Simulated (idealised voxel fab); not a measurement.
Title: Process Module voxel self aligned vias
Cross-section cut: width 265 nm, square cells of 5 nm.
When this document writes out a cross-section, it uses a grid of square cells and lists it as bands, beginning at the top and moving down, with a band standing for one or more rows of cells.
What a band's entry tells you: where the top is and where the bottom is, as heights in nm, and after that what lies inside, material by material from left to right, each with its width in nm. Empty space is written as the word "blank", and a single material marked with the word "all across" occupies the band from edge to edge.
Height reference: 0 = level under which incoming wafer is all one material. Lowest band: no bottom, runs on downward, e.g. "0 down".
Width: "30 to 40" (first number = top row, second number = bottom row, same change from row to row of cells).
Take "changes: none" at face value: in the step it is given for, the cross-section changed in none of its cells.
Enclosed voids (no open way to top), threshold 8 cells or more, entry "Sealed cavities", notation width x height at distance, distance from left edge, nm.
Read whatever lies past the settings on a step's line as the simulator's own remark about the step.
The setting "overlay nm" may be written on the line of a step. When the step uses a mask, the value reports how far to the right of the planned place the mask lay, and a negative value reports that it lay to the left.
[The steps planned for the process are as follows]
1,op RECEIVE | material Si
2,op CONFORMAL_DEP | material SiO2 | thk nm 10
3,op CONFORMAL_DEP | material SiCN | thk nm 5
4,op DIRECTIONAL_DEP | material SiO2 | thk nm 20
5,op MASKED_ETCH | tone open | mask id LINES | width nm 20 | pitch nm 60 | etch materials SiO2 | depth nm 20 | overlay nm 0
6,op CONFORMAL_DEP | material TiN | thk nm 5
7,op FILL_DEP | material Ru | thk nm 10
8,op CMP | height nm 35
9,op SELECTIVE_ETCH | etch materials W Ru TiN | depth nm 10
10,op FILL_DEP | material SiN | thk nm 5
11,op CMP | height nm 35
12,op DIRECTIONAL_DEP | material SiO2 | thk nm 20
13,op PATTERN | tone open | mask id VIAS | material resist | width nm 30 | pitch nm 60 | thk nm 20 | overlay nm 0
14,op DIRECTIONAL_ETCH | etch materials SiO2 | depth nm 20
15,op DIRECTIONAL_ETCH | etch materials SiN | depth nm 10
16,op STRIP | etch materials resist
17,op CONFORMAL_DEP | material TiN | thk nm 5
18,op FILL_DEP | material Ru | thk nm 10
19,op CMP | height nm 55
20,op CONFORMAL_DEP | material SiCN | thk nm 5
[As-received wafer cross-section (after step 1)]
- 0 down  Si all across
- Sealed cavities: none
[Below is the wafer in cross-section after the module was completed. It began from the starting point shown above and followed the plan shown above, except that one mistake was made while running it]
- 60 to 55  SiCN all across
- 55 to 40  85 nm SiO2; 5 nm TiN; 20 nm Ru; 5 nm TiN; 30 nm SiO2; 5 nm TiN; 20 nm Ru; 5 nm TiN; 90 nm SiO2
- 40 to 30  85 to 95 nm SiO2; 15 to 5 nm TiN; 10 nm Ru; 5 nm TiN; 30 to 40 nm SiO2; 15 to 5 nm TiN; 10 nm Ru; 5 nm TiN; 90 nm SiO2
- 30 to 25  95 nm SiO2; 20 nm TiN; 40 nm SiO2; 20 nm TiN; 90 nm SiO2
- 25 to 20  95 nm SiO2; 5 nm TiN; 10 nm Ru; 5 nm TiN; 40 nm SiO2; 5 nm TiN; 10 nm Ru; 5 nm TiN; 90 nm SiO2
- 20 to 15  95 nm SiO2; 20 nm TiN; 40 nm SiO2; 20 nm TiN; 90 nm SiO2
- 15 to 10  SiCN all across
- 10 to 0  SiO2 all across
- 0 down  Si all across
- Sealed cavities: none
In executing the process, a mistake was made relative to the plan: step 5 ran with different settings than intended, the actual operation and settings being op MASKED_ETCH | tone open | mask id LINES | width nm 20 | pitch nm 60 | etch materials SiO2 | depth nm 20 | overlay nm 5
